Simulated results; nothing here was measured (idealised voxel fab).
Process module heading - voxel lift off
Displayed cross-section: cut, width of 290 nm, square cells sized 5 nm.
A cross-section in this document is a grid of square cells, and it is written down as bands, the top band listed before the ones below it; a band is made up of one or more rows of cells. What a band's entry tells you: where the top is and where the bottom is, as heights in nm, and after that what lies inside, material by material from left to right, each with its width in nm. Empty space is written as the word "empty", and a single material marked with the word "edge to edge" occupies the band from edge to edge. A quick word on heights: they are counted from 0, and under that level the wafer as it came to us is one material throughout. The lowest band is different from the rest in having no bottom; it simply continues downward, written as in "z 0 and below". Think of "30->40" as a width that walks from the first number to the second as you go down the band, top row to bottom row, taking equal-sized steps from row to row. The designation "changes: none", where it is given for a processing step, indicates that no cell of the cross-section was altered in the course of that step. What "Cavities, sealed" gives you is every empty space of 8 cells or more that is cut off from the top. Each appears as width x height at distance, with the distance taken from the left edge and width, height and distance all in nm. On each step's line, the part that comes after the settings is the simulator's own comment on the step. A step's line can hold "overlay nm"; with a mask on that step, the setting says how far right of the planned place the mask lay, while a negative setting says it lay to the left.
Here's what the planned process steps look like
1,op RECEIVE | material Si
2,op CONFORMAL_DEP | material SiO2 | thk nm 10
3,op PATTERN | tone open | mask id LINES | material resist | width nm 20 | pitch nm 35 | thk nm 20 | overlay nm 0
4,op DIRECTIONAL_DEP | material Ru | thk nm 10
5,op STRIP | etch materials resist
6,op CONFORMAL_DEP | material SiCN | thk nm 5
As-received wafer cross-section (after step 1)
    z 0 and below  Si edge to edge
    Cavities, sealed: none
The cross-section shown corresponds to the wafer at the conclusion of the module. The initial structure and the process plan are those presented above; however, one mistake occurred in executing the plan
    z 25 to 20  empty=80; SiCN=25; empty=10; SiCN=25; empty=10; SiCN=25; empty=10; SiCN=25; empty=80
    z 20 to 15  empty=80; SiCN=5; Ru=15; SiCN=5; empty=10; SiCN=5; Ru=15; SiCN=5; empty=10; SiCN=5; Ru=15; SiCN=5; empty=10; SiCN=5; Ru=15; SiCN=5; empty=80
    z 15 to 10  SiCN=85; Ru=15; SiCN=20; Ru=15; SiCN=20; Ru=15; SiCN=20; Ru=15; SiCN=85
    z 10 to 0  SiO2 edge to edge
    z 0 and below  Si edge to edge
    Cavities, sealed: none
Error vs. plan: step 3, actual vs plan mismatch, actual run op PATTERN | tone open | mask id LINES | material resist | width nm 15 | pitch nm 35 | thk nm 20 | overlay nm 0
